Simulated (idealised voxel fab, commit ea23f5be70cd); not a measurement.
This is a process module. Its name is voxel self aligned vias.
For reference, the cross-section in this document is cut, with width 280 nm and square cells of 5 nm.
Square cells in a grid make up a cross-section in this document, and the grid is given as bands, listed from the top down, each one or more rows of cells.
The entry gives the band's vertical extent as a top height and a bottom height in nm, then its horizontal make-up as materials from left to right, each with a width in nm. "air" stands for empty space; a single material marked "edge to edge" fills the band edge to edge.
Heights are reckoned from 0. Under this level, the received wafer is all of one material. The bottommost band is open-ended downward, for example "0 -> down".
It should be noted that a width expressed as "30 to 40" varies in equal increments from row to row of cells within the band, taking the value of the first number at the top row and that of the second number at the bottom row.
"remained unchanged", as given for a step, is the statement that not any cell of the cross-section underwent a change during that step.
Basically, "Closed void list" tells you about the enclosed voids: empty spaces with no open way to the top, 8 cells or bigger, each written width x height at distance, where distance is from the left edge, all in nm.
On each step's line, the part that comes after the settings is the simulator's own comment on the step.
When a step includes a mask, the "overlay nm" setting on its line states how far to the right of its planned place that mask lay, and negative values state how far to the left.
[Set out below are the planned steps of the process]
step 1: RECEIVE [material Si]
step 2: CONFORMAL_DEP [material SiO2] [thk nm 10]
step 3: CONFORMAL_DEP [material SiCN] [thk nm 5]
step 4: DIRECTIONAL_DEP [material lowk] [thk nm 20]
step 5: DIRECTIONAL_DEP [material aC] [thk nm 10]
step 6: PATTERN [tone open] [mask id LINES] [material resist] [width nm 30] [pitch nm 65] [thk nm 30] [overlay nm 0]
step 7: DIRECTIONAL_ETCH [etch materials aC] [depth nm 10]
step 8: STRIP [etch materials resist]
step 9: DIRECTIONAL_ETCH [etch materials lowk] [depth nm 20]
step 10: STRIP [etch materials aC]
step 11: CONFORMAL_DEP [material TiN] [thk nm 5]
step 12: FILL_DEP [material W] [thk nm 10]
step 13: CMP [height nm 35]
step 14: SELECTIVE_ETCH [etch materials W Ru TiN] [depth nm 5]
step 15: FILL_DEP [material SiN] [thk nm 5]
step 16: CMP [height nm 35]
step 17: DIRECTIONAL_DEP [material lowk] [thk nm 20]
step 18: PATTERN [tone open] [mask id VIAS] [material resist] [width nm 40] [thk nm 20] [overlay nm 0]
step 19: DIRECTIONAL_ETCH [etch materials lowk] [depth nm 20]
step 20: DIRECTIONAL_ETCH [etch materials SiN] [depth nm 5]
step 21: STRIP [etch materials resist]
step 22: CONFORMAL_DEP [material TiN] [thk nm 5]
step 23: FILL_DEP [material Cu] [thk nm 5]
step 24: CMP [height nm 55]
step 25: CONFORMAL_DEP [material SiN] [thk nm 5]
[Cross-sectional view of the wafer in its as-received condition, corresponding to the state after step 1]
> 0 -> down | Si edge to edge
> Closed void list: none
[The module was run from the start shown above using the plan shown above, but one mistake was made doing it; the resulting wafer cross-section is below]
> 60 -> 55 | SiN edge to edge
> 55 -> 35 | lowk 85 nm / TiN 5 nm / Cu 30 nm / TiN 5 nm / lowk 155 nm
> 35 -> 30 | SiN 85 nm / TiN 40 nm / SiN 155 nm
> 30 -> 15 | lowk 90 nm / TiN 5 nm / W 20 nm / TiN 5 nm / lowk 35 nm / TiN 5 nm / W 20 nm / TiN 5 nm / lowk 95 nm
> 15 -> 10 | lowk 90 nm / TiN 30 nm / lowk 35 nm / TiN 30 nm / lowk 95 nm
> 10 -> 5 | SiCN edge to edge
> 5 -> 0 | SiO2 edge to edge
> 0 -> down | Si edge to edge
> Closed void list: none
Plan not followed: step 2: run off-plan, actual operation and settings CONFORMAL_DEP [material SiO2] [thk nm 5]
